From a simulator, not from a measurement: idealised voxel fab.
process module | voxel wiring stack
cross-section cut | 170 nm wide | cells 5 nm
A cross-section is a grid of square cells, given in bands from the top down. A band is one or more rows of cells.
Each band's line starts with the height of the band's top and of its bottom, in nm. Then come its materials from left to right, each with its width in nm. One material with "throughout" fills the band from edge to edge. "air" is empty space.
Height 0 is the level under which the wafer as received is all one material. The lowest band goes on downwards, as in "0 down".
A width such as "30 to 40" changes by the same amount from each row of cells to the next, from the band's top row to its bottom row.
"no change" after a step means that no cell of the cross-section changed.
closed voids: empty space of 8 cells or more with no open way to the top, each as width x height at its distance from the left edge, in nm
after a step's settings: what the simulator itself notes on the step
overlay nm, on a step with a mask: how far to the right of its planned place the mask lay; to the left if negative
plan
1 op RECEIVE | material Si
2 op CONFORMAL_DEP | material SiO2 | thk nm 15
3 op DIRECTIONAL_DEP | material TiN | thk nm 5
4 op DIRECTIONAL_DEP | material W | thk nm 25
5 op MASKED_ETCH | tone cover | mask id METAL_1 | width nm 30 | pitch nm 45 | etch materials W | depth nm 25 | overlay nm 0
6 op MASKED_ETCH | tone cover | mask id METAL_1 | width nm 30 | pitch nm 45 | etch materials TiN | depth nm 5 | overlay nm 0
7 op CONFORMAL_DEP | material SiCN | thk nm 5
8 op FILL_DEP | material SiO2 | thk nm 5
9 op CMP | height nm 45
10 op CONFORMAL_DEP | material SiCN | thk nm 5
11 op DIRECTIONAL_DEP | material SiO2 | thk nm 30
12 op DIRECTIONAL_DEP | material aC | thk nm 15
13 op PATTERN | tone open | mask id METAL_2_HOLES | material resist | width nm 15 | pitch nm 90 | thk nm 35 | overlay nm 0
14 op DIRECTIONAL_ETCH | etch materials aC | depth nm 15
15 op STRIP | etch materials resist
16 op DIRECTIONAL_ETCH | etch materials SiO2 | depth nm 30
17 op STRIP | etch materials aC
18 op PATTERN | tone open | mask id METAL_2 | material resist | width nm 30 | pitch nm 45 | thk nm 15 | overlay nm 0
19 op DIRECTIONAL_ETCH | etch materials SiO2 | depth nm 15
20 op DIRECTIONAL_ETCH | etch materials SiCN | depth nm 5
21 op STRIP | etch materials resist
22 op CONFORMAL_DEP | material TiN | thk nm 5
23 op FILL_DEP | material Ru | thk nm 10
24 op CMP | height nm 80
25 op CONFORMAL_DEP | material SiCN | thk nm 5
as received, after step 1
  0 down: Si throughout
  closed voids: none
a wafer at the end: this start, this plan, one mistake
  85 to 80: SiCN throughout
  80 to 75: SiO2 25 | TiN 5 | Ru 5 | TiN 20 | SiO2 15 | TiN 30 | SiO2 15 | TiN 5 | Ru 5 | TiN 20 | SiO2 25
  75 to 60: SiO2 25 | TiN 5 | Ru 5 | TiN 5 | SiO2 75 | TiN 5 | Ru 5 | TiN 5 | SiO2 40
  60 to 55: SiCN 25 | TiN 15 | SiCN 75 | TiN 15 | SiCN 40
  55 to 45: SiCN throughout
  45 to 20: SiO2 20 | SiCN 5 | W 30 | SiCN 5 | SiO2 5 | SiCN 5 | W 30 | SiCN 5 | SiO2 5 | SiCN 5 | W 30 | SiCN 5 | SiO2 20
  20 to 15: SiCN 25 | TiN 30 | SiCN 15 | TiN 30 | SiCN 15 | TiN 30 | SiCN 25
  15 to 0: SiO2 throughout
  0 down: Si throughout
  closed voids: none
what went wrong: step 10 ran as: op CONFORMAL_DEP | material SiCN | thk nm 15
